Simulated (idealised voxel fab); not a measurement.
Documented hereafter: the process module known as voxel gate over fins.
The cross-section shown here is cut; it is 280 nm wide and divided into square cells measuring 5 nm on a side.
How to read a cross-section here: the picture is a grid of square cells, written as bands going from the top down, and any band can span one or more rows of cells.
Band entry format. Leading values: height of top, height of bottom, nm. Remainder: materials in left-to-right order, each with its width in nm. Special words: "edge to edge" on a single material, which then fills the band edge to edge; "air", empty space.
Height datum 0, below which the as-received substrate wafer is one material. Lowest band open at the bottom, running downward: "0..down".
The notation "30 to 40" denotes a width that varies across the rows of cells in the band, beginning at the first number in the top row, finishing at the second number in the bottom row, and changing by an identical amount from each row to the next.
What does "nothing altered" mean for a step? It means no cell of the cross-section changed in that step.
This entry, "Enclosed void inventory", enumerates those empty regions of no fewer than 8 cells that possess no open connection to the top. Each region is reported in the form width x height at distance, the distance being taken from the left edge, with all three quantities expressed in nm.
On a step's line, text after the settings is the simulator commenting on that step.
Each step line may optionally specify "overlay nm", which for a step with a mask gives the rightward distance between the mask's planned place and where it lay, a negative value indicating the leftward direction.
# Process steps foreseen in the plan
1: RECEIVE | material Si
2: CONFORMAL_DEP | material SiN | thk nm 10
3: DIRECTIONAL_DEP | material aC | thk nm 15
4: PATTERN | tone cover | mask id FINS | material resist | width nm 15 | pitch nm 50 | thk nm 30 | overlay nm 0
5: DIRECTIONAL_ETCH | etch materials aC | depth nm 15
6: STRIP | etch materials resist
7: DIRECTIONAL_ETCH | etch materials SiN | depth nm 10
8: DIRECTIONAL_ETCH | etch materials Si | depth nm 30
9: STRIP | etch materials aC
10: OXIDIZE | depth nm 5
11: FILL_DEP | material SiO2 | thk nm 15
12: CMP | height nm 10
13: MASKED_ETCH | tone open | mask id RAIL | width nm 15 | etch materials SiO2 | depth nm 35 | overlay nm 0
14: CONFORMAL_DEP | material TiN | thk nm 5
15: FILL_DEP | material W | thk nm 5
16: CMP | height nm 10
17: SELECTIVE_ETCH | etch materials W Ru TiN | depth nm 25
18: FILL_DEP | material SiO2 | thk nm 5
19: CMP | height nm 10
20: SELECTIVE_ETCH | etch materials SiO2 | depth nm 20
21: STRIP | etch materials SiN
22: CONFORMAL_DEP | material HfO2 | thk nm 5
23: CONFORMAL_DEP | material TiN | thk nm 5
24: FILL_DEP | material W | thk nm 15
25: CMP | height nm 20
26: CONFORMAL_DEP | material SiN | thk nm 5
# The first of a set of two wafers, run to plan
# As-received wafer cross-section (after step 1)
- 0..down = Si edge to edge
- Enclosed void inventory: none
# After step 2, in cross-section
- 10..0 = SiN edge to edge
- Anything lower than 0 is untouched.
# After step 3, in cross-section
- 25..10 = aC edge to edge
- Anything lower than 10 is untouched.
# After step 4, in cross-section
- 55..25 = 55 air, 15 resist, 35 air, 15 resist, 35 air, 15 resist, 35 air, 15 resist, 60 air
- Anything lower than 25 is untouched.
# After step 5, in cross-section
- 40..25 = 55 air, 15 resist, 35 air, 15 resist, 35 air, 15 resist, 35 air, 15 resist, 60 air
- 25..10 = 55 air, 15 aC, 35 air, 15 aC, 35 air, 15 aC, 35 air, 15 aC, 60 air
- Anything lower than 10 is untouched.
# After step 6, in cross-section
- 25..10 = 55 air, 15 aC, 35 air, 15 aC, 35 air, 15 aC, 35 air, 15 aC, 60 air
- Anything lower than 10 is untouched.
# After step 7, in cross-section
- 25..10 = 55 air, 15 aC, 35 air, 15 aC, 35 air, 15 aC, 35 air, 15 aC, 60 air
- 10..0 = 55 air, 15 SiN, 35 air, 15 SiN, 35 air, 15 SiN, 35 air, 15 SiN, 60 air
- Anything lower than 0 is untouched.
# After step 8, in cross-section
- 25..10 = 55 air, 15 aC, 35 air, 15 aC, 35 air, 15 aC, 35 air, 15 aC, 60 air
- 10..0 = 55 air, 15 SiN, 35 air, 15 SiN, 35 air, 15 SiN, 35 air, 15 SiN, 60 air
- 0..-30 = 55 air, 15 Si, 35 air, 15 Si, 35 air, 15 Si, 35 air, 15 Si, 60 air
- Anything lower than -30 is untouched.
# After step 9, in cross-section
- 10..0 = 55 air, 15 SiN, 35 air, 15 SiN, 35 air, 15 SiN, 35 air, 15 SiN, 60 air
- Anything lower than 0 is untouched.
# After step 10, in cross-section
- 10..0 = 55 air, 15 SiN, 35 air, 15 SiN, 35 air, 15 SiN, 35 air, 15 SiN, 60 air
- 0..-30 = 55 air, 5 SiO2, 5 Si, 5 SiO2, 35 air, 5 SiO2, 5 Si, 5 SiO2, 35 air, 5 SiO2, 5 Si, 5 SiO2, 35 air, 5 SiO2, 5 Si, 5 SiO2, 60 air
- -30..-35 = 60 SiO2, 5 Si, 45 SiO2, 5 Si, 45 SiO2, 5 Si, 45 SiO2, 5 Si, 65 SiO2
- Anything lower than -35 is untouched.
# After step 11, in cross-section
- 25..10 = SiO2 edge to edge
- 10..0 = 55 SiO2, 15 SiN, 35 SiO2, 15 SiN, 35 SiO2, 15 SiN, 35 SiO2, 15 SiN, 60 SiO2
- 0..-35 = 60 SiO2, 5 Si, 45 SiO2, 5 Si, 45 SiO2, 5 Si, 45 SiO2, 5 Si, 65 SiO2
- Anything lower than -35 is untouched.
# After step 12, in cross-section
- 10..0 = 55 SiO2, 15 SiN, 35 SiO2, 15 SiN, 35 SiO2, 15 SiN, 35 SiO2, 15 SiN, 60 SiO2
- Anything lower than 0 is untouched.
# After step 13, in cross-section
- 10..0 = 55 SiO2, 15 SiN, 10 SiO2, 15 air, 10 SiO2, 15 SiN, 35 SiO2, 15 SiN, 35 SiO2, 15 SiN, 60 SiO2
- 0..-25 = 60 SiO2, 5 Si, 15 SiO2, 15 air, 15 SiO2, 5 Si, 45 SiO2, 5 Si, 45 SiO2, 5 Si, 65 SiO2
- Anything lower than -25 is untouched.
# After step 14, in cross-section
- 15..10 = 85 TiN, 5 air, 190 TiN
- 10..0 = 55 SiO2, 15 SiN, 10 SiO2, 5 TiN, 5 air, 5 TiN, 10 SiO2, 15 SiN, 35 SiO2, 15 SiN, 35 SiO2, 15 SiN, 60 SiO2
- 0..-20 = 60 SiO2, 5 Si, 15 SiO2, 5 TiN, 5 air, 5 TiN, 15 SiO2, 5 Si, 45 SiO2, 5 Si, 45 SiO2, 5 Si, 65 SiO2
- -20..-25 = 60 SiO2, 5 Si, 15 SiO2, 15 TiN, 15 SiO2, 5 Si, 45 SiO2, 5 Si, 45 SiO2, 5 Si, 65 SiO2
- Anything lower than -25 is untouched.
# After step 15, in cross-section
- 20..15 = W edge to edge
- 15..10 = 85 TiN, 5 W, 190 TiN
- 10..0 = 55 SiO2, 15 SiN, 10 SiO2, 5 TiN, 5 W, 5 TiN, 10 SiO2, 15 SiN, 35 SiO2, 15 SiN, 35 SiO2, 15 SiN, 60 SiO2
- 0..-20 = 60 SiO2, 5 Si, 15 SiO2, 5 TiN, 5 W, 5 TiN, 15 SiO2, 5 Si, 45 SiO2, 5 Si, 45 SiO2, 5 Si, 65 SiO2
- Anything lower than -20 is untouched.
# After step 16, in cross-section
- 10..0 = 55 SiO2, 15 SiN, 10 SiO2, 5 TiN, 5 W, 5 TiN, 10 SiO2, 15 SiN, 35 SiO2, 15 SiN, 35 SiO2, 15 SiN, 60 SiO2
- Anything lower than 0 is untouched.
# After step 17, in cross-section
- 10..0 = 55 SiO2, 15 SiN, 10 SiO2, 15 air, 10 SiO2, 15 SiN, 35 SiO2, 15 SiN, 35 SiO2, 15 SiN, 60 SiO2
- 0..-15 = 60 SiO2, 5 Si, 15 SiO2, 15 air, 15 SiO2, 5 Si, 45 SiO2, 5 Si, 45 SiO2, 5 Si, 65 SiO2
- Anything lower than -15 is untouched.
# After step 18, in cross-section
- 15..10 = SiO2 edge to edge
- 10..0 = 55 SiO2, 15 SiN, 35 SiO2, 15 SiN, 35 SiO2, 15 SiN, 35 SiO2, 15 SiN, 60 SiO2
- 0..-15 = 60 SiO2, 5 Si, 45 SiO2, 5 Si, 45 SiO2, 5 Si, 45 SiO2, 5 Si, 65 SiO2
- Anything lower than -15 is untouched.
# After step 19, in cross-section
- 10..0 = 55 SiO2, 15 SiN, 35 SiO2, 15 SiN, 35 SiO2, 15 SiN, 35 SiO2, 15 SiN, 60 SiO2
- Anything lower than 0 is untouched.
# After step 20, in cross-section
- 10..0 = 55 air, 15 SiN, 35 air, 15 SiN, 35 air, 15 SiN, 35 air, 15 SiN, 60 air
- 0..-10 = 60 air, 5 Si, 45 air, 5 Si, 45 air, 5 Si, 45 air, 5 Si, 65 air
- Anything lower than -10 is untouched.
# After step 21, in cross-section
- 0..-10 = 60 air, 5 Si, 45 air, 5 Si, 45 air, 5 Si, 45 air, 5 Si, 65 air
- Anything lower than -10 is untouched.
# After step 22, in cross-section
- 5..0 = 55 air, 15 HfO2, 35 air, 15 HfO2, 35 air, 15 HfO2, 35 air, 15 HfO2, 60 air
- 0..-5 = 55 air, 5 HfO2, 5 Si, 5 HfO2, 35 air, 5 HfO2, 5 Si, 5 HfO2, 35 air, 5 HfO2, 5 Si, 5 HfO2, 35 air, 5 HfO2, 5 Si, 5 HfO2, 60 air
- -5..-10 = 60 HfO2, 5 Si, 45 HfO2, 5 Si, 45 HfO2, 5 Si, 45 HfO2, 5 Si, 65 HfO2
- Anything lower than -10 is untouched.
# After step 23, in cross-section
- 10..5 = 50 air, 25 TiN, 25 air, 25 TiN, 25 air, 25 TiN, 25 air, 25 TiN, 55 air
- 5..0 = 50 air, 5 TiN, 15 HfO2, 5 TiN, 25 air, 5 TiN, 15 HfO2, 5 TiN, 25 air, 5 TiN, 15 HfO2, 5 TiN, 25 air, 5 TiN, 15 HfO2, 5 TiN, 55 air
- 0..-5 = 55 TiN, 5 HfO2, 5 Si, 5 HfO2, 35 TiN, 5 HfO2, 5 Si, 5 HfO2, 35 TiN, 5 HfO2, 5 Si, 5 HfO2, 35 TiN, 5 HfO2, 5 Si, 5 HfO2, 60 TiN
- Anything lower than -5 is untouched.
# After step 24, in cross-section
- 25..10 = W edge to edge
- 10..5 = 50 W, 25 TiN, 25 W, 25 TiN, 25 W, 25 TiN, 25 W, 25 TiN, 55 W
- 5..0 = 50 W, 5 TiN, 15 HfO2, 5 TiN, 25 W, 5 TiN, 15 HfO2, 5 TiN, 25 W, 5 TiN, 15 HfO2, 5 TiN, 25 W, 5 TiN, 15 HfO2, 5 TiN, 55 W
- Anything lower than 0 is untouched.
# After step 25, in cross-section
- 20..10 = W edge to edge
- Anything lower than 10 is untouched.
# After step 26, in cross-section
- 25..20 = SiN edge to edge
- Anything lower than 20 is untouched.
# The second wafer was prepared from the same starting point and under the same plan as the first; its processing contained one mistake, and it remains indistinguishable from the first wafer up to and including step 12
# Look at the second wafer in cross-section at the time step 13 ought to have finished
- 10..0 = 55 SiO2, 15 SiN, 15 SiO2, 15 air, 5 SiO2, 15 SiN, 35 SiO2, 15 SiN, 35 SiO2, 15 SiN, 60 SiO2
- 0..-25 = 60 SiO2, 5 Si, 20 SiO2, 15 air, 10 SiO2, 5 Si, 45 SiO2, 5 Si, 45 SiO2, 5 Si, 65 SiO2
- Anything lower than -25 is untouched.
# Look at the second wafer in cross-section at the time step 14 ought to have finished
- 15..10 = 90 TiN, 5 air, 185 TiN
- 10..0 = 55 SiO2, 15 SiN, 15 SiO2, 5 TiN, 5 air, 5 TiN, 5 SiO2, 15 SiN, 35 SiO2, 15 SiN, 35 SiO2, 15 SiN, 60 SiO2
- 0..-20 = 60 SiO2, 5 Si, 20 SiO2, 5 TiN, 5 air, 5 TiN, 10 SiO2, 5 Si, 45 SiO2, 5 Si, 45 SiO2, 5 Si, 65 SiO2
- -20..-25 = 60 SiO2, 5 Si, 20 SiO2, 15 TiN, 10 SiO2, 5 Si, 45 SiO2, 5 Si, 45 SiO2, 5 Si, 65 SiO2
- Anything lower than -25 is untouched.
# Look at the second wafer in cross-section at the time step 15 ought to have finished
- 20..15 = W edge to edge
- 15..10 = 90 TiN, 5 W, 185 TiN
- 10..0 = 55 SiO2, 15 SiN, 15 SiO2, 5 TiN, 5 W, 5 TiN, 5 SiO2, 15 SiN, 35 SiO2, 15 SiN, 35 SiO2, 15 SiN, 60 SiO2
- 0..-20 = 60 SiO2, 5 Si, 20 SiO2, 5 TiN, 5 W, 5 TiN, 10 SiO2, 5 Si, 45 SiO2, 5 Si, 45 SiO2, 5 Si, 65 SiO2
- Anything lower than -20 is untouched.
# Look at the second wafer in cross-section at the time step 16 ought to have finished
- 10..0 = 55 SiO2, 15 SiN, 15 SiO2, 5 TiN, 5 W, 5 TiN, 5 SiO2, 15 SiN, 35 SiO2, 15 SiN, 35 SiO2, 15 SiN, 60 SiO2
- Anything lower than 0 is untouched.
# Look at the second wafer in cross-section at the time step 17 ought to have finished
- 10..0 = 55 SiO2, 15 SiN, 15 SiO2, 15 air, 5 SiO2, 15 SiN, 35 SiO2, 15 SiN, 35 SiO2, 15 SiN, 60 SiO2
- 0..-15 = 60 SiO2, 5 Si, 20 SiO2, 15 air, 10 SiO2, 5 Si, 45 SiO2, 5 Si, 45 SiO2, 5 Si, 65 SiO2
- Anything lower than -15 is untouched.
# Look at the second wafer in cross-section at the time step 18 ought to have finished
- 15..10 = SiO2 edge to edge
- 10..0 = 55 SiO2, 15 SiN, 35 SiO2, 15 SiN, 35 SiO2, 15 SiN, 35 SiO2, 15 SiN, 60 SiO2
- 0..-15 = 60 SiO2, 5 Si, 45 SiO2, 5 Si, 45 SiO2, 5 Si, 45 SiO2, 5 Si, 65 SiO2
- Anything lower than -15 is untouched.
# Look at the second wafer in cross-section at the time step 19 ought to have finished
- 10..0 = 55 SiO2, 15 SiN, 35 SiO2, 15 SiN, 35 SiO2, 15 SiN, 35 SiO2, 15 SiN, 60 SiO2
- Anything lower than 0 is untouched.
# Look at the second wafer in cross-section at the time step 20 ought to have finished
- 10..0 = 55 air, 15 SiN, 35 air, 15 SiN, 35 air, 15 SiN, 35 air, 15 SiN, 60 air
- 0..-10 = 60 air, 5 Si, 45 air, 5 Si, 45 air, 5 Si, 45 air, 5 Si, 65 air
- Anything lower than -10 is untouched.
# Look at the second wafer in cross-section at the time step 21 ought to have finished
- 0..-10 = 60 air, 5 Si, 45 air, 5 Si, 45 air, 5 Si, 45 air, 5 Si, 65 air
- Anything lower than -10 is untouched.
# Look at the second wafer in cross-section at the time step 22 ought to have finished
- 5..0 = 55 air, 15 HfO2, 35 air, 15 HfO2, 35 air, 15 HfO2, 35 air, 15 HfO2, 60 air
- 0..-5 = 55 air, 5 HfO2, 5 Si, 5 HfO2, 35 air, 5 HfO2, 5 Si, 5 HfO2, 35 air, 5 HfO2, 5 Si, 5 HfO2, 35 air, 5 HfO2, 5 Si, 5 HfO2, 60 air
- -5..-10 = 60 HfO2, 5 Si, 45 HfO2, 5 Si, 45 HfO2, 5 Si, 45 HfO2, 5 Si, 65 HfO2
- Anything lower than -10 is untouched.
# Look at the second wafer in cross-section at the time step 23 ought to have finished
- 10..5 = 50 air, 25 TiN, 25 air, 25 TiN, 25 air, 25 TiN, 25 air, 25 TiN, 55 air
- 5..0 = 50 air, 5 TiN, 15 HfO2, 5 TiN, 25 air, 5 TiN, 15 HfO2, 5 TiN, 25 air, 5 TiN, 15 HfO2, 5 TiN, 25 air, 5 TiN, 15 HfO2, 5 TiN, 55 air
- 0..-5 = 55 TiN, 5 HfO2, 5 Si, 5 HfO2, 35 TiN, 5 HfO2, 5 Si, 5 HfO2, 35 TiN, 5 HfO2, 5 Si, 5 HfO2, 35 TiN, 5 HfO2, 5 Si, 5 HfO2, 60 TiN
- Anything lower than -5 is untouched.
# Look at the second wafer in cross-section at the time step 24 ought to have finished
- 25..10 = W edge to edge
- 10..5 = 50 W, 25 TiN, 25 W, 25 TiN, 25 W, 25 TiN, 25 W, 25 TiN, 55 W
- 5..0 = 50 W, 5 TiN, 15 HfO2, 5 TiN, 25 W, 5 TiN, 15 HfO2, 5 TiN, 25 W, 5 TiN, 15 HfO2, 5 TiN, 25 W, 5 TiN, 15 HfO2, 5 TiN, 55 W
- Anything lower than 0 is untouched.
# Look at the second wafer in cross-section at the time step 25 ought to have finished
- 20..10 = W edge to edge
- Anything lower than 10 is untouched.
# Look at the second wafer in cross-section at the time step 26 ought to have finished
- 25..20 = SiN edge to edge
- Anything lower than 20 is untouched.
Plan not followed: step 13 ran differently from the plan; actual operation with settings: MASKED_ETCH | tone open | mask id RAIL | width nm 15 | etch materials SiO2 | depth nm 35 | overlay nm 5
In the final comparison it is observed that the number of cells assigned to each material is identical for the two wafers, whereas their placement is not.
